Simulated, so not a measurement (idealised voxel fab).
Name of the process module below: voxel self aligned vias
Cross-section cut spans 260 nm and uses square cells 5 nm in size.
When this document writes out a cross-section, it uses a grid of square cells and lists it as bands, beginning at the top and moving down, with a band standing for one or more rows of cells.
Within each band entry, the heights of the top and of the bottom of the band appear first, in that order and in nm; the materials of the band then follow from left to right, each with its corresponding width in nm. The designation "throughout" on a single material indicates that it fills the band from edge to edge; the designation "empty" indicates empty space.
Beneath 0, the wafer as received is one material, and that level is where height counting begins. The lowest band goes on downward without a bottom; it is written like "z 0 and below".
With a width like "30 to 40", each row of cells in the band differs from the next by the same amount, the top row carrying the first number and the bottom row the second.
"no change occurred" (step): cross-section cells unchanged, all of them.
Closed empty spaces (no open way to the top) of 8 cells or more are what "Sealed cavities" lists, each as width x height at distance from the left edge, nm for all three.
On a step's line, text after the settings is the simulator commenting on that step.
A step line may carry the setting "overlay nm", which, for steps involving a mask, states the distance by which the mask lay to the right of its intended position; negative values denote displacement to the left.
### Listed below are the process steps as planned
- 1: RECEIVE: material Si
- 2: CONFORMAL_DEP: material SiO2, thk nm 10
- 3: CONFORMAL_DEP: material SiCN, thk nm 5
- 4: DIRECTIONAL_DEP: material lowk, thk nm 20
- 5: DIRECTIONAL_DEP: material aC, thk nm 15
- 6: PATTERN: tone open, mask id LINES, material resist, width nm 25, pitch nm 75, thk nm 35, overlay nm 0
- 7: DIRECTIONAL_ETCH: etch materials aC, depth nm 15
- 8: STRIP: etch materials resist
- 9: DIRECTIONAL_ETCH: etch materials lowk, depth nm 20
- 10: STRIP: etch materials aC
- 11: CONFORMAL_DEP: material TiN, thk nm 5
- 12: FILL_DEP: material W, thk nm 10
- 13: CMP: height nm 35
- 14: SELECTIVE_ETCH: etch materials W Ru TiN, depth nm 5
- 15: FILL_DEP: material SiN, thk nm 10
- 16: CMP: height nm 35
- 17: DIRECTIONAL_DEP: material lowk, thk nm 15
- 18: MASKED_ETCH: tone open, mask id VIAS, width nm 45, etch materials lowk, depth nm 15, overlay nm 0
- 19: MASKED_ETCH: tone open, mask id VIAS, width nm 45, etch materials SiN, depth nm 5, overlay nm 0
- 20: CONFORMAL_DEP: material TiN, thk nm 5
- 21: FILL_DEP: material Cu, thk nm 5
- 22: CMP: height nm 50
- 23: CONFORMAL_DEP: material SiN, thk nm 5
### The cross-section here shows the wafer as received, i.e. in its state after step 1
z 0 and below | Si throughout
Sealed cavities: none
### Starting wafer: above. Plan: above. Run: one mistake. Cross-section after the module: below
z 55 to 50 | SiN throughout
z 50 to 40 | lowk (60), TiN (5), Cu (35), TiN (5), lowk (155)
z 40 to 35 | lowk (60), TiN (25), Cu (15), TiN (5), lowk (155)
z 35 to 30 | lowk (80), TiN (25), lowk (50), SiN (25), lowk (80)
z 30 to 20 | lowk (80), TiN (5), W (15), TiN (5), lowk (50), TiN (5), W (15), TiN (5), lowk (80)
z 20 to 15 | lowk (80), TiN (25), lowk (50), TiN (25), lowk (80)
z 15 to 10 | SiCN throughout
z 10 to 0 | SiO2 throughout
z 0 and below | Si throughout
Sealed cavities: none
Short version of what went wrong: step 18 ran as: MASKED_ETCH: tone open, mask id VIAS, width nm 45, etch materials lowk, depth nm 15, overlay nm -10
